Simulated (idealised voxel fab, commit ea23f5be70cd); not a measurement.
process module | voxel transistor to metal
cross-section cut | 270 nm wide | cells 5 nm
A cross-section is a grid of square cells, given in bands from the top down. A band is one or more rows of cells.
Each band's line starts with the height of the band's top and of its bottom, in nm. Then come its materials from left to right, each with its width in nm. One material with "throughout" fills the band from edge to edge. "air" is empty space.
Height 0 is the level under which the wafer as received is all one material. The lowest band goes on downwards, as in "0 down".
A width such as "30 to 40" changes by the same amount from each row of cells to the next, from the band's top row to its bottom row.
"no change" after a step means that no cell of the cross-section changed.
closed voids: empty space of 8 cells or more with no open way to the top, each as width x height at its distance from the left edge, in nm
after a step's settings: what the simulator itself notes on the step
overlay nm, on a step with a mask: how far to the right of its planned place the mask lay; to the left if negative
plan
1 op RECEIVE | material Si
2 op OXIDIZE | depth nm 5
3 op CONFORMAL_DEP | material SiN | thk nm 10
4 op MASKED_ETCH | tone cover | mask id ACTIVE | width nm 110 | pitch nm 130 | etch materials SiN | depth nm 10 | overlay nm 0
5 op MASKED_ETCH | tone cover | mask id ACTIVE | width nm 110 | pitch nm 130 | etch materials SiO2 | depth nm 5 | overlay nm 0
6 op MASKED_ETCH | tone cover | mask id ACTIVE | width nm 110 | pitch nm 130 | etch materials Si | depth nm 20 | overlay nm 0
7 op FILL_DEP | material SiO2 | thk nm 5
8 op CMP | height nm 10
9 op SELECTIVE_ETCH | etch materials SiO2 | depth nm 5
10 op STRIP | etch materials SiN
11 op SELECTIVE_ETCH | etch materials SiO2 | depth nm 5
12 op OXIDIZE | depth nm 5
13 op DIRECTIONAL_DEP | material polySi | thk nm 25
14 op DIRECTIONAL_DEP | material SiCN | thk nm 10
15 op PATTERN | tone cover | mask id GATE | material resist | width nm 20 | pitch nm 130 | thk nm 20 | overlay nm 0
16 op DIRECTIONAL_ETCH | etch materials SiCN | depth nm 20
17 op DIRECTIONAL_ETCH | etch materials polySi | depth nm 35
18 op STRIP | etch materials resist
19 op CONFORMAL_DEP | material SiN | thk nm 5
20 op DIRECTIONAL_ETCH | etch materials SiN | depth nm 5
21 op DIRECTIONAL_ETCH | etch materials SiO2 | depth nm 5
22 op EPI | material SiGe | thk nm 5
23 op FILL_DEP | material SiO2 | thk nm 10
24 op CMP | height nm 30
25 op DIRECTIONAL_DEP | material SiO2 | thk nm 10
26 op PATTERN | tone open | mask id CONTACT | material resist | width nm 30 | thk nm 20 | overlay nm 0
27 op DIRECTIONAL_ETCH | etch materials SiO2 | depth nm 45
28 op STRIP | etch materials resist
29 op CONFORMAL_DEP | material TiN | thk nm 5
30 op FILL_DEP | material Ru | thk nm 10
31 op CMP | height nm 40
32 op DIRECTIONAL_DEP | material TiN | thk nm 5
33 op DIRECTIONAL_DEP | material W | thk nm 15
34 op PATTERN | tone cover | mask id METAL_1 | material resist | width nm 20 | thk nm 15 | overlay nm 0
35 op DIRECTIONAL_ETCH | etch materials W | depth nm 15
36 op DIRECTIONAL_ETCH | etch materials TiN | depth nm 5
37 op STRIP | etch materials resist
38 op CONFORMAL_DEP | material SiN | thk nm 5
39 op FILL_DEP | material SiO2 | thk nm 5
40 op CMP | height nm 60
41 op CONFORMAL_DEP | material SiN | thk nm 5
first wafer, as planned
as received, after step 1
  0 down: Si throughout
  closed voids: none
after step 2
  0 to -5: SiO2 throughout
  below -5: unchanged
after step 3
  10 to 0: SiN throughout
  below 0: unchanged
after step 4
  10 to 0: air 15 | SiN 110 | air 20 | SiN 110 | air 15
  below 0: unchanged
after step 5
  10 to 0: air 15 | SiN 110 | air 20 | SiN 110 | air 15
  0 to -5: air 15 | SiO2 110 | air 20 | SiO2 110 | air 15
  below -5: unchanged
after step 6
  10 to 0: air 15 | SiN 110 | air 20 | SiN 110 | air 15
  0 to -5: air 15 | SiO2 110 | air 20 | SiO2 110 | air 15
  -5 to -25: air 15 | Si 110 | air 20 | Si 110 | air 15
  below -25: unchanged
after step 7
  15 to 10: SiO2 throughout
  10 to 0: SiO2 15 | SiN 110 | SiO2 20 | SiN 110 | SiO2 15
  0 to -5: SiO2 throughout
  -5 to -25: SiO2 15 | Si 110 | SiO2 20 | Si 110 | SiO2 15
  below -25: unchanged
after step 8
  10 to 0: SiO2 15 | SiN 110 | SiO2 20 | SiN 110 | SiO2 15
  below 0: unchanged
after step 9
  10 to 5: air 15 | SiN 110 | air 20 | SiN 110 | air 15
  below 5: unchanged
after step 10
  5 to 0: SiO2 15 | air 110 | SiO2 20 | air 110 | SiO2 15
  below 0: unchanged
after step 11
  0 to -5: SiO2 10 | air 120 | SiO2 10 | air 120 | SiO2 10
  below -5: unchanged
after step 12
  0 to -5: SiO2 10 | air 120 | SiO2 10 | air 120 | SiO2 10
  -5 to -10: SiO2 throughout
  below -10: unchanged
after step 13
  25 to 20: polySi 10 | air 120 | polySi 10 | air 120 | polySi 10
  20 to 0: polySi throughout
  0 to -5: SiO2 10 | polySi 120 | SiO2 10 | polySi 120 | SiO2 10
  below -5: unchanged
after step 14
  35 to 30: SiCN 10 | air 120 | SiCN 10 | air 120 | SiCN 10
  30 to 25: SiCN throughout
  25 to 20: polySi 10 | SiCN 120 | polySi 10 | SiCN 120 | polySi 10
  below 20: unchanged
after step 15
  55 to 35: air 60 | resist 20 | air 110 | resist 20 | air 60
  35 to 30: SiCN 10 | air 50 | resist 20 | air 50 | SiCN 10 | air 50 | resist 20 | air 50 | SiCN 10
  below 30: unchanged
after step 16
  55 to 30: air 60 | resist 20 | air 110 | resist 20 | air 60
  30 to 25: air 60 | SiCN 20 | air 110 | SiCN 20 | air 60
  25 to 20: polySi 10 | air 50 | SiCN 20 | air 50 | polySi 10 | air 50 | SiCN 20 | air 50 | polySi 10
  below 20: unchanged
after step 17
  55 to 30: air 60 | resist 20 | air 110 | resist 20 | air 60
  30 to 20: air 60 | SiCN 20 | air 110 | SiCN 20 | air 60
  20 to 0: air 60 | polySi 20 | air 110 | polySi 20 | air 60
  0 to -5: SiO2 10 | air 50 | polySi 20 | air 50 | SiO2 10 | air 50 | polySi 20 | air 50 | SiO2 10
  below -5: unchanged
after step 18
  30 to 20: air 60 | SiCN 20 | air 110 | SiCN 20 | air 60
  below 20: unchanged
after step 19
  35 to 30: air 55 | SiN 30 | air 100 | SiN 30 | air 55
  30 to 20: air 55 | SiN 5 | SiCN 20 | SiN 5 | air 100 | SiN 5 | SiCN 20 | SiN 5 | air 55
  20 to 5: air 55 | SiN 5 | polySi 20 | SiN 5 | air 100 | SiN 5 | polySi 20 | SiN 5 | air 55
  5 to 0: SiN 15 | air 40 | SiN 5 | polySi 20 | SiN 5 | air 40 | SiN 20 | air 40 | SiN 5 | polySi 20 | SiN 5 | air 40 | SiN 15
  0 to -5: SiO2 10 | SiN 50 | polySi 20 | SiN 50 | SiO2 10 | SiN 50 | polySi 20 | SiN 50 | SiO2 10
  below -5: unchanged
after step 20
  30 to 20: air 55 | SiN 5 | SiCN 20 | SiN 5 | air 100 | SiN 5 | SiCN 20 | SiN 5 | air 55
  20 to 0: air 55 | SiN 5 | polySi 20 | SiN 5 | air 100 | SiN 5 | polySi 20 | SiN 5 | air 55
  0 to -5: SiO2 10 | SiN 5 | air 40 | SiN 5 | polySi 20 | SiN 5 | air 40 | SiN 5 | SiO2 10 | SiN 5 | air 40 | SiN 5 | polySi 20 | SiN 5 | air 40 | SiN 5 | SiO2 10
  below -5: unchanged
after step 21
  30 to 20: air 55 | SiN 5 | SiCN 20 | SiN 5 | air 100 | SiN 5 | SiCN 20 | SiN 5 | air 55
  20 to 0: air 55 | SiN 5 | polySi 20 | SiN 5 | air 100 | SiN 5 | polySi 20 | SiN 5 | air 55
  0 to -5: air 10 | SiN 5 | air 40 | SiN 5 | polySi 20 | SiN 5 | air 40 | SiN 5 | air 10 | SiN 5 | air 40 | SiN 5 | polySi 20 | SiN 5 | air 40 | SiN 5 | air 10
  -5 to -10: SiO2 15 | air 40 | SiO2 30 | air 40 | SiO2 20 | air 40 | SiO2 30 | air 40 | SiO2 15
  below -10: unchanged
after step 22
  30 to 20: air 55 | SiN 5 | SiCN 20 | SiN 5 | air 100 | SiN 5 | SiCN 20 | SiN 5 | air 55
  20 to 0: air 55 | SiN 5 | polySi 20 | SiN 5 | air 100 | SiN 5 | polySi 20 | SiN 5 | air 55
  0 to -5: air 10 | SiN 5 | air 40 | SiN 5 | polySi 20 | SiN 5 | air 40 | SiN 5 | air 10 | SiN 5 | air 40 | SiN 5 | polySi 20 | SiN 5 | air 40 | SiN 5 | air 10
  -5 to -10: SiO2 15 | SiGe 40 | SiO2 30 | SiGe 40 | SiO2 20 | SiGe 40 | SiO2 30 | SiGe 40 | SiO2 15
  below -10: unchanged
after step 23
  40 to 30: SiO2 throughout
  30 to 20: SiO2 55 | SiN 5 | SiCN 20 | SiN 5 | SiO2 100 | SiN 5 | SiCN 20 | SiN 5 | SiO2 55
  20 to 0: SiO2 55 | SiN 5 | polySi 20 | SiN 5 | SiO2 100 | SiN 5 | polySi 20 | SiN 5 | SiO2 55
  0 to -5: SiO2 10 | SiN 5 | SiO2 40 | SiN 5 | polySi 20 | SiN 5 | SiO2 40 | SiN 5 | SiO2 10 | SiN 5 | SiO2 40 | SiN 5 | polySi 20 | SiN 5 | SiO2 40 | SiN 5 | SiO2 10
  below -5: unchanged
after step 24
  30 to 20: SiO2 55 | SiN 5 | SiCN 20 | SiN 5 | SiO2 100 | SiN 5 | SiCN 20 | SiN 5 | SiO2 55
  below 20: unchanged
after step 25
  40 to 30: SiO2 throughout
  below 30: unchanged
after step 26
  60 to 40: resist 25 | air 30 | resist 30 | air 30 | resist 40 | air 30 | resist 30 | air 30 | resist 25
  below 40: unchanged
after step 27
  60 to 40: resist 25 | air 30 | resist 30 | air 30 | resist 40 | air 30 | resist 30 | air 30 | resist 25
  40 to 30: SiO2 25 | air 30 | SiO2 30 | air 30 | SiO2 40 | air 30 | SiO2 30 | air 30 | SiO2 25
  30 to 20: SiO2 25 | air 30 | SiN 5 | SiCN 20 | SiN 5 | air 30 | SiO2 40 | air 30 | SiN 5 | SiCN 20 | SiN 5 | air 30 | SiO2 25
  20 to 0: SiO2 25 | air 30 | SiN 5 | polySi 20 | SiN 5 | air 30 | SiO2 40 | air 30 | SiN 5 | polySi 20 | SiN 5 | air 30 | SiO2 25
  0 to -5: SiO2 10 | SiN 5 | SiO2 10 | air 30 | SiN 5 | polySi 20 | SiN 5 | air 30 | SiO2 10 | SiN 5 | SiO2 10 | SiN 5 | SiO2 10 | air 30 | SiN 5 | polySi 20 | SiN 5 | air 30 | SiO2 10 | SiN 5 | SiO2 10
  below -5: unchanged
after step 28
  40 to 30: SiO2 25 | air 30 | SiO2 30 | air 30 | SiO2 40 | air 30 | SiO2 30 | air 30 | SiO2 25
  below 30: unchanged
after step 29
  45 to 40: TiN 30 | air 20 | TiN 40 | air 20 | TiN 50 | air 20 | TiN 40 | air 20 | TiN 30
  40 to 30: SiO2 25 | TiN 5 | air 20 | TiN 5 | SiO2 30 | TiN 5 | air 20 | TiN 5 | SiO2 40 | TiN 5 | air 20 | TiN 5 | SiO2 30 | TiN 5 | air 20 | TiN 5 | SiO2 25
  30 to 20: SiO2 25 | TiN 5 | air 20 | TiN 5 | SiN 5 | SiCN 20 | SiN 5 | TiN 5 | air 20 | TiN 5 | SiO2 40 | TiN 5 | air 20 | TiN 5 | SiN 5 | SiCN 20 | SiN 5 | TiN 5 | air 20 | TiN 5 | SiO2 25
  20 to 0: SiO2 25 | TiN 5 | air 20 | TiN 5 | SiN 5 | polySi 20 | SiN 5 | TiN 5 | air 20 | TiN 5 | SiO2 40 | TiN 5 | air 20 | TiN 5 | SiN 5 | polySi 20 | SiN 5 | TiN 5 | air 20 | TiN 5 | SiO2 25
  0 to -5: SiO2 10 | SiN 5 | SiO2 10 | TiN 30 | SiN 5 | polySi 20 | SiN 5 | TiN 30 | SiO2 10 | SiN 5 | SiO2 10 | SiN 5 | SiO2 10 | TiN 30 | SiN 5 | polySi 20 | SiN 5 | TiN 30 | SiO2 10 | SiN 5 | SiO2 10
  below -5: unchanged
after step 30
  55 to 45: Ru throughout
  45 to 40: TiN 30 | Ru 20 | TiN 40 | Ru 20 | TiN 50 | Ru 20 | TiN 40 | Ru 20 | TiN 30
  40 to 30: SiO2 25 | TiN 5 | Ru 20 | TiN 5 | SiO2 30 | TiN 5 | Ru 20 | TiN 5 | SiO2 40 | TiN 5 | Ru 20 | TiN 5 | SiO2 30 | TiN 5 | Ru 20 | TiN 5 | SiO2 25
  30 to 20: SiO2 25 | TiN 5 | Ru 20 | TiN 5 | SiN 5 | SiCN 20 | SiN 5 | TiN 5 | Ru 20 | TiN 5 | SiO2 40 | TiN 5 | Ru 20 | TiN 5 | SiN 5 | SiCN 20 | SiN 5 | TiN 5 | Ru 20 | TiN 5 | SiO2 25
  20 to 0: SiO2 25 | TiN 5 | Ru 20 | TiN 5 | SiN 5 | polySi 20 | SiN 5 | TiN 5 | Ru 20 | TiN 5 | SiO2 40 | TiN 5 | Ru 20 | TiN 5 | SiN 5 | polySi 20 | SiN 5 | TiN 5 | Ru 20 | TiN 5 | SiO2 25
  below 0: unchanged
after step 31
  40 to 30: SiO2 25 | TiN 5 | Ru 20 | TiN 5 | SiO2 30 | TiN 5 | Ru 20 | TiN 5 | SiO2 40 | TiN 5 | Ru 20 | TiN 5 | SiO2 30 | TiN 5 | Ru 20 | TiN 5 | SiO2 25
  below 30: unchanged
after step 32
  45 to 40: TiN throughout
  below 40: unchanged
after step 33
  60 to 45: W throughout
  below 45: unchanged
after step 34
  75 to 60: air 25 | resist 20 | air 50 | resist 20 | air 40 | resist 20 | air 50 | resist 20 | air 25
  below 60: unchanged
after step 35
  75 to 60: air 25 | resist 20 | air 50 | resist 20 | air 40 | resist 20 | air 50 | resist 20 | air 25
  60 to 45: air 25 | W 20 | air 50 | W 20 | air 40 | W 20 | air 50 | W 20 | air 25
  below 45: unchanged
after step 36
  75 to 60: air 25 | resist 20 | air 50 | resist 20 | air 40 | resist 20 | air 50 | resist 20 | air 25
  60 to 45: air 25 | W 20 | air 50 | W 20 | air 40 | W 20 | air 50 | W 20 | air 25
  45 to 40: air 25 | TiN 20 | air 50 | TiN 20 | air 40 | TiN 20 | air 50 | TiN 20 | air 25
  below 40: unchanged
after step 37
  60 to 45: air 25 | W 20 | air 50 | W 20 | air 40 | W 20 | air 50 | W 20 | air 25
  below 45: unchanged
after step 38
  65 to 60: air 20 | SiN 30 | air 40 | SiN 30 | air 30 | SiN 30 | air 40 | SiN 30 | air 20
  60 to 45: air 20 | SiN 5 | W 20 | SiN 5 | air 40 | SiN 5 | W 20 | SiN 5 | air 30 | SiN 5 | W 20 | SiN 5 | air 40 | SiN 5 | W 20 | SiN 5 | air 20
  45 to 40: SiN 25 | TiN 20 | SiN 50 | TiN 20 | SiN 40 | TiN 20 | SiN 50 | TiN 20 | SiN 25
  below 40: unchanged
after step 39
  70 to 65: SiO2 throughout
  65 to 60: SiO2 20 | SiN 30 | SiO2 40 | SiN 30 | SiO2 30 | SiN 30 | SiO2 40 | SiN 30 | SiO2 20
  60 to 45: SiO2 20 | SiN 5 | W 20 | SiN 5 | SiO2 40 | SiN 5 | W 20 | SiN 5 | SiO2 30 | SiN 5 | W 20 | SiN 5 | SiO2 40 | SiN 5 | W 20 | SiN 5 | SiO2 20
  below 45: unchanged
after step 40
  60 to 45: SiO2 20 | SiN 5 | W 20 | SiN 5 | SiO2 40 | SiN 5 | W 20 | SiN 5 | SiO2 30 | SiN 5 | W 20 | SiN 5 | SiO2 40 | SiN 5 | W 20 | SiN 5 | SiO2 20
  below 45: unchanged
after step 41
  65 to 60: SiN throughout
  below 60: unchanged
second wafer: like start, like plan, one mistake. Through step 9 it matches the first wafer
when step 10 should have ended
  10 to 0: air 15 | SiN 110 | air 20 | SiN 110 | air 15
  below 0: unchanged
when step 11 should have ended
  0 to -5: SiO2 throughout
  below -5: unchanged
when step 12 should have ended: no change
when step 13 should have ended
  25 to 0: polySi throughout
  below 0: unchanged
when step 14 should have ended
  35 to 25: SiCN throughout
  below 25: unchanged
when step 15 should have ended
  55 to 35: air 60 | resist 20 | air 110 | resist 20 | air 60
  below 35: unchanged
when step 16 should have ended
  55 to 35: air 60 | resist 20 | air 110 | resist 20 | air 60
  35 to 25: air 60 | SiCN 20 | air 110 | SiCN 20 | air 60
  below 25: unchanged
when step 17 should have ended
  55 to 35: air 60 | resist 20 | air 110 | resist 20 | air 60
  35 to 25: air 60 | SiCN 20 | air 110 | SiCN 20 | air 60
  25 to 0: air 60 | polySi 20 | air 110 | polySi 20 | air 60
  below 0: unchanged
when step 18 should have ended
  35 to 25: air 60 | SiCN 20 | air 110 | SiCN 20 | air 60
  below 25: unchanged
when step 19 should have ended
  40 to 35: air 55 | SiN 30 | air 100 | SiN 30 | air 55
  35 to 25: air 55 | SiN 5 | SiCN 20 | SiN 5 | air 100 | SiN 5 | SiCN 20 | SiN 5 | air 55
  25 to 5: air 55 | SiN 5 | polySi 20 | SiN 5 | air 100 | SiN 5 | polySi 20 | SiN 5 | air 55
  5 to 0: SiN 60 | polySi 20 | SiN 110 | polySi 20 | SiN 60
  below 0: unchanged
when step 20 should have ended
  35 to 25: air 55 | SiN 5 | SiCN 20 | SiN 5 | air 100 | SiN 5 | SiCN 20 | SiN 5 | air 55
  25 to 0: air 55 | SiN 5 | polySi 20 | SiN 5 | air 100 | SiN 5 | polySi 20 | SiN 5 | air 55
  below 0: unchanged
when step 21 should have ended
  35 to 25: air 55 | SiN 5 | SiCN 20 | SiN 5 | air 100 | SiN 5 | SiCN 20 | SiN 5 | air 55
  25 to 0: air 55 | SiN 5 | polySi 20 | SiN 5 | air 100 | SiN 5 | polySi 20 | SiN 5 | air 55
  0 to -5: air 55 | SiO2 30 | air 100 | SiO2 30 | air 55
  below -5: unchanged
when step 22 should have ended
  35 to 25: air 55 | SiN 5 | SiCN 20 | SiN 5 | air 100 | SiN 5 | SiCN 20 | SiN 5 | air 55
  25 to 0: air 55 | SiN 5 | polySi 20 | SiN 5 | air 100 | SiN 5 | polySi 20 | SiN 5 | air 55
  0 to -5: air 10 | SiGe 45 | SiO2 30 | SiGe 45 | air 10 | SiGe 45 | SiO2 30 | SiGe 45 | air 10
  below -5: unchanged
when step 23 should have ended
  45 to 35: SiO2 throughout
  35 to 25: SiO2 55 | SiN 5 | SiCN 20 | SiN 5 | SiO2 100 | SiN 5 | SiCN 20 | SiN 5 | SiO2 55
  25 to 0: SiO2 55 | SiN 5 | polySi 20 | SiN 5 | SiO2 100 | SiN 5 | polySi 20 | SiN 5 | SiO2 55
  0 to -5: SiO2 10 | SiGe 45 | SiO2 30 | SiGe 45 | SiO2 10 | SiGe 45 | SiO2 30 | SiGe 45 | SiO2 10
  below -5: unchanged
when step 24 should have ended
  30 to 25: SiO2 55 | SiN 5 | SiCN 20 | SiN 5 | SiO2 100 | SiN 5 | SiCN 20 | SiN 5 | SiO2 55
  below 25: unchanged
when step 25 should have ended
  40 to 30: SiO2 throughout
  below 30: unchanged
when step 26 should have ended
  60 to 40: resist 25 | air 30 | resist 30 | air 30 | resist 40 | air 30 | resist 30 | air 30 | resist 25
  below 40: unchanged
when step 27 should have ended
  60 to 40: resist 25 | air 30 | resist 30 | air 30 | resist 40 | air 30 | resist 30 | air 30 | resist 25
  40 to 30: SiO2 25 | air 30 | SiO2 30 | air 30 | SiO2 40 | air 30 | SiO2 30 | air 30 | SiO2 25
  30 to 25: SiO2 25 | air 30 | SiN 5 | SiCN 20 | SiN 5 | air 30 | SiO2 40 | air 30 | SiN 5 | SiCN 20 | SiN 5 | air 30 | SiO2 25
  25 to 0: SiO2 25 | air 30 | SiN 5 | polySi 20 | SiN 5 | air 30 | SiO2 40 | air 30 | SiN 5 | polySi 20 | SiN 5 | air 30 | SiO2 25
  below 0: unchanged
when step 28 should have ended
  40 to 30: SiO2 25 | air 30 | SiO2 30 | air 30 | SiO2 40 | air 30 | SiO2 30 | air 30 | SiO2 25
  below 30: unchanged
when step 29 should have ended
  45 to 40: TiN 30 | air 20 | TiN 40 | air 20 | TiN 50 | air 20 | TiN 40 | air 20 | TiN 30
  40 to 30: SiO2 25 | TiN 5 | air 20 | TiN 5 | SiO2 30 | TiN 5 | air 20 | TiN 5 | SiO2 40 | TiN 5 | air 20 | TiN 5 | SiO2 30 | TiN 5 | air 20 | TiN 5 | SiO2 25
  30 to 25: SiO2 25 | TiN 5 | air 20 | TiN 5 | SiN 5 | SiCN 20 | SiN 5 | TiN 5 | air 20 | TiN 5 | SiO2 40 | TiN 5 | air 20 | TiN 5 | SiN 5 | SiCN 20 | SiN 5 | TiN 5 | air 20 | TiN 5 | SiO2 25
  25 to 5: SiO2 25 | TiN 5 | air 20 | TiN 5 | SiN 5 | polySi 20 | SiN 5 | TiN 5 | air 20 | TiN 5 | SiO2 40 | TiN 5 | air 20 | TiN 5 | SiN 5 | polySi 20 | SiN 5 | TiN 5 | air 20 | TiN 5 | SiO2 25
  5 to 0: SiO2 25 | TiN 30 | SiN 5 | polySi 20 | SiN 5 | TiN 30 | SiO2 40 | TiN 30 | SiN 5 | polySi 20 | SiN 5 | TiN 30 | SiO2 25
  below 0: unchanged
when step 30 should have ended
  55 to 45: Ru throughout
  45 to 40: TiN 30 | Ru 20 | TiN 40 | Ru 20 | TiN 50 | Ru 20 | TiN 40 | Ru 20 | TiN 30
  40 to 30: SiO2 25 | TiN 5 | Ru 20 | TiN 5 | SiO2 30 | TiN 5 | Ru 20 | TiN 5 | SiO2 40 | TiN 5 | Ru 20 | TiN 5 | SiO2 30 | TiN 5 | Ru 20 | TiN 5 | SiO2 25
  30 to 25: SiO2 25 | TiN 5 | Ru 20 | TiN 5 | SiN 5 | SiCN 20 | SiN 5 | TiN 5 | Ru 20 | TiN 5 | SiO2 40 | TiN 5 | Ru 20 | TiN 5 | SiN 5 | SiCN 20 | SiN 5 | TiN 5 | Ru 20 | TiN 5 | SiO2 25
  25 to 5: SiO2 25 | TiN 5 | Ru 20 | TiN 5 | SiN 5 | polySi 20 | SiN 5 | TiN 5 | Ru 20 | TiN 5 | SiO2 40 | TiN 5 | Ru 20 | TiN 5 | SiN 5 | polySi 20 | SiN 5 | TiN 5 | Ru 20 | TiN 5 | SiO2 25
  below 5: unchanged
when step 31 should have ended
  40 to 30: SiO2 25 | TiN 5 | Ru 20 | TiN 5 | SiO2 30 | TiN 5 | Ru 20 | TiN 5 | SiO2 40 | TiN 5 | Ru 20 | TiN 5 | SiO2 30 | TiN 5 | Ru 20 | TiN 5 | SiO2 25
  below 30: unchanged
when step 32 should have ended
  45 to 40: TiN throughout
  below 40: unchanged
when step 33 should have ended
  60 to 45: W throughout
  below 45: unchanged
when step 34 should have ended
  75 to 60: air 25 | resist 20 | air 50 | resist 20 | air 40 | resist 20 | air 50 | resist 20 | air 25
  below 60: unchanged
when step 35 should have ended
  75 to 60: air 25 | resist 20 | air 50 | resist 20 | air 40 | resist 20 | air 50 | resist 20 | air 25
  60 to 45: air 25 | W 20 | air 50 | W 20 | air 40 | W 20 | air 50 | W 20 | air 25
  below 45: unchanged
when step 36 should have ended
  75 to 60: air 25 | resist 20 | air 50 | resist 20 | air 40 | resist 20 | air 50 | resist 20 | air 25
  60 to 45: air 25 | W 20 | air 50 | W 20 | air 40 | W 20 | air 50 | W 20 | air 25
  45 to 40: air 25 | TiN 20 | air 50 | TiN 20 | air 40 | TiN 20 | air 50 | TiN 20 | air 25
  below 40: unchanged
when step 37 should have ended
  60 to 45: air 25 | W 20 | air 50 | W 20 | air 40 | W 20 | air 50 | W 20 | air 25
  below 45: unchanged
when step 38 should have ended
  65 to 60: air 20 | SiN 30 | air 40 | SiN 30 | air 30 | SiN 30 | air 40 | SiN 30 | air 20
  60 to 45: air 20 | SiN 5 | W 20 | SiN 5 | air 40 | SiN 5 | W 20 | SiN 5 | air 30 | SiN 5 | W 20 | SiN 5 | air 40 | SiN 5 | W 20 | SiN 5 | air 20
  45 to 40: SiN 25 | TiN 20 | SiN 50 | TiN 20 | SiN 40 | TiN 20 | SiN 50 | TiN 20 | SiN 25
  below 40: unchanged
when step 39 should have ended
  70 to 65: SiO2 throughout
  65 to 60: SiO2 20 | SiN 30 | SiO2 40 | SiN 30 | SiO2 30 | SiN 30 | SiO2 40 | SiN 30 | SiO2 20
  60 to 45: SiO2 20 | SiN 5 | W 20 | SiN 5 | SiO2 40 | SiN 5 | W 20 | SiN 5 | SiO2 30 | SiN 5 | W 20 | SiN 5 | SiO2 40 | SiN 5 | W 20 | SiN 5 | SiO2 20
  below 45: unchanged
when step 40 should have ended
  60 to 45: SiO2 20 | SiN 5 | W 20 | SiN 5 | SiO2 40 | SiN 5 | W 20 | SiN 5 | SiO2 30 | SiN 5 | W 20 | SiN 5 | SiO2 40 | SiN 5 | W 20 | SiN 5 | SiO2 20
  below 45: unchanged
when step 41 should have ended
  65 to 60: SiN throughout
  below 60: unchanged
what went wrong: steps 10 and 11 were swapped
at the end the second wafer has, in cells: 16 fewer of Ru | 44 more of Si | 8 fewer of SiCN | 4 more of SiGe | 8 fewer of SiN | 8 fewer of SiO2 | 8 fewer of TiN
